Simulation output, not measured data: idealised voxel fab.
process module | voxel wiring stack
cross-section cut | 290 nm wide | cells 5 nm
A cross-section is a grid of square cells, given in bands from the top down. A band is one or more rows of cells.
Each band's line starts with the height of the band's top and of its bottom, in nm. Then come its materials from left to right, each with its width in nm. One material with "throughout" fills the band from edge to edge. "air" is empty space.
Height 0 is the level under which the wafer as received is all one material. The lowest band goes on downwards, as in "0 down".
A width such as "30 to 40" changes by the same amount from each row of cells to the next, from the band's top row to its bottom row.
"no change" after a step means that no cell of the cross-section changed.
closed voids: empty space of 8 cells or more with no open way to the top, each as width x height at its distance from the left edge, in nm
after a step's settings: what the simulator itself notes on the step
overlay nm, on a step with a mask: how far to the right of its planned place the mask lay; to the left if negative
plan
1 op RECEIVE | material Si
2 op CONFORMAL_DEP | material SiO2 | thk nm 15
3 op DIRECTIONAL_DEP | material TiN | thk nm 5
4 op DIRECTIONAL_DEP | material W | thk nm 20
5 op DIRECTIONAL_DEP | material aC | thk nm 10
6 op PATTERN | tone cover | mask id METAL_1 | material resist | width nm 25 | pitch nm 45 | thk nm 30 | overlay nm 0
7 op DIRECTIONAL_ETCH | etch materials aC | depth nm 10
8 op STRIP | etch materials resist
9 op DIRECTIONAL_ETCH | etch materials W | depth nm 20
10 op DIRECTIONAL_ETCH | etch materials TiN | depth nm 5
11 op STRIP | etch materials aC
12 op CONFORMAL_DEP | material SiN | thk nm 5
13 op FILL_DEP | material lowk | thk nm 10
14 op CMP | height nm 40
15 op CONFORMAL_DEP | material SiCN | thk nm 5
16 op DIRECTIONAL_DEP | material SiO2 | thk nm 20
17 op DIRECTIONAL_DEP | material aC | thk nm 10
18 op PATTERN | tone open | mask id PLUG_1 | material resist | width nm 15 | pitch nm 45 | thk nm 25 | overlay nm 0
19 op DIRECTIONAL_ETCH | etch materials aC | depth nm 10
20 op STRIP | etch materials resist
21 op DIRECTIONAL_ETCH | etch materials SiO2 | depth nm 20
22 op DIRECTIONAL_ETCH | etch materials SiCN | depth nm 5
23 op STRIP | etch materials aC
24 op CONFORMAL_DEP | material TiN | thk nm 5
25 op FILL_DEP | material Cu | thk nm 5
26 op CMP | height nm 65
27 op DIRECTIONAL_DEP | material TiN | thk nm 5
28 op DIRECTIONAL_DEP | material W | thk nm 15
29 op DIRECTIONAL_DEP | material aC | thk nm 10
30 op PATTERN | tone cover | mask id METAL_2 | material resist | width nm 25 | pitch nm 45 | thk nm 30 | overlay nm 0
31 op DIRECTIONAL_ETCH | etch materials aC | depth nm 10
32 op STRIP | etch materials resist
33 op DIRECTIONAL_ETCH | etch materials W | depth nm 15
34 op DIRECTIONAL_ETCH | etch materials TiN | depth nm 5
35 op STRIP | etch materials aC
36 op CONFORMAL_DEP | material SiCN | thk nm 5
37 op FILL_DEP | material SiO2 | thk nm 10
38 op CMP | height nm 85
39 op CONFORMAL_DEP | material SiCN | thk nm 5
40 op DIRECTIONAL_DEP | material lowk | thk nm 10
41 op MASKED_ETCH | tone open | mask id PLUG_2 | width nm 15 | pitch nm 45 | etch materials lowk | depth nm 10 | overlay nm 0
42 op MASKED_ETCH | tone open | mask id PLUG_2 | width nm 15 | pitch nm 45 | etch materials SiCN | depth nm 5 | overlay nm 0
43 op CONFORMAL_DEP | material TiN | thk nm 5
44 op FILL_DEP | material W | thk nm 10
45 op CMP | height nm 100
46 op CONFORMAL_DEP | material SiN | thk nm 5
47 op DIRECTIONAL_DEP | material SiO2 | thk nm 20
48 op PATTERN | tone open | mask id METAL_3 | material resist | width nm 25 | pitch nm 45 | thk nm 20 | overlay nm 0
49 op DIRECTIONAL_ETCH | etch materials SiO2 | depth nm 20
50 op DIRECTIONAL_ETCH | etch materials SiN | depth nm 5
51 op STRIP | etch materials resist
52 op CONFORMAL_DEP | material TiN | thk nm 5
53 op FILL_DEP | material Ru | thk nm 10
54 op CMP | height nm 125
55 op CONFORMAL_DEP | material SiN | thk nm 5
as received, after step 1
  0 down: Si throughout
  closed voids: none
first wafer at the end, as planned
  130 to 125: SiN throughout
  125 to 105: SiO2 85 | TiN 5 | Ru 15 | TiN 5 | SiO2 20 | TiN 5 | Ru 15 | TiN 5 | SiO2 20 | TiN 5 | Ru 15 | TiN 5 | SiO2 90
  105 to 100: SiN 85 | TiN 25 | SiN 20 | TiN 25 | SiN 20 | TiN 25 | SiN 90
  100 to 90: lowk 85 | TiN 5 | W 5 | TiN 5 | lowk 30 | TiN 5 | W 5 | TiN 5 | lowk 30 | TiN 5 | W 5 | TiN 5 | lowk 100
  90 to 85: SiCN 85 | TiN 15 | SiCN 30 | TiN 15 | SiCN 30 | TiN 15 | SiCN 100
  85 to 70: SiO2 80 | SiCN 5 | W 25 | SiCN 5 | SiO2 10 | SiCN 5 | W 25 | SiCN 5 | SiO2 10 | SiCN 5 | W 25 | SiCN 5 | SiO2 85
  70 to 65: SiCN 85 | TiN 25 | SiCN 20 | TiN 25 | SiCN 20 | TiN 25 | SiCN 90
  65 to 45: SiO2 85 | TiN 5 | Cu 5 | TiN 5 | SiO2 30 | TiN 5 | Cu 5 | TiN 5 | SiO2 30 | TiN 5 | Cu 5 | TiN 5 | SiO2 100
  45 to 40: SiCN 85 | TiN 15 | SiCN 30 | TiN 15 | SiCN 30 | TiN 15 | SiCN 100
  40 to 20: lowk 80 | SiN 5 | W 25 | SiN 5 | lowk 10 | SiN 5 | W 25 | SiN 5 | lowk 10 | SiN 5 | W 25 | SiN 5 | lowk 85
  20 to 15: SiN 85 | TiN 25 | SiN 20 | TiN 25 | SiN 20 | TiN 25 | SiN 90
  15 to 0: SiO2 throughout
  0 down: Si throughout
  closed voids: none
second wafer at the end: like start, like plan, one mistake
  130 to 125: SiN throughout
  125 to 105: SiO2 85 | TiN 5 | Ru 15 | TiN 5 | SiO2 20 | TiN 5 | Ru 15 | TiN 5 | SiO2 20 | TiN 5 | Ru 15 | TiN 5 | SiO2 90
  105 to 100: SiN 85 | TiN 25 | SiN 20 | TiN 25 | SiN 20 | TiN 25 | SiN 90
  100 to 90: lowk 85 | TiN 5 | W 5 | TiN 5 | lowk 30 | TiN 5 | W 5 | TiN 5 | lowk 30 | TiN 5 | W 5 | TiN 5 | lowk 100
  90 to 85: SiCN 85 | TiN 15 | SiCN 30 | TiN 15 | SiCN 30 | TiN 15 | SiCN 100
  85 to 70: SiO2 80 | SiCN 5 | W 25 | SiCN 5 | SiO2 10 | SiCN 5 | W 25 | SiCN 5 | SiO2 10 | SiCN 5 | W 25 | SiCN 5 | SiO2 85
  70 to 65: SiCN 85 | TiN 25 | SiCN 20 | TiN 25 | SiCN 20 | TiN 25 | SiCN 90
  65 to 45: SiO2 85 | TiN 5 | Cu 5 | TiN 5 | SiO2 30 | TiN 5 | Cu 5 | TiN 5 | SiO2 30 | TiN 5 | Cu 5 | TiN 5 | SiO2 100
  45 to 40: SiCN 85 | TiN 15 | SiCN 30 | TiN 15 | SiCN 30 | TiN 15 | SiCN 100
  40 to 35: lowk throughout
  35 to 30: lowk 80 | SiN 35 | lowk 10 | SiN 35 | lowk 10 | SiN 35 | lowk 85
  30 to 20: lowk 80 | SiN 5 | W 25 | SiN 5 | lowk 10 | SiN 5 | W 25 | SiN 5 | lowk 10 | SiN 5 | W 25 | SiN 5 | lowk 85
  20 to 15: SiN 85 | TiN 25 | SiN 20 | TiN 25 | SiN 20 | TiN 25 | SiN 90
  15 to 0: SiO2 throughout
  0 down: Si throughout
  closed voids: none
what went wrong: step 4 ran as: op DIRECTIONAL_DEP | material W | thk nm 10
at the end the second wafer has, in cells: 9 more of SiN | 30 fewer of W | 21 more of lowk
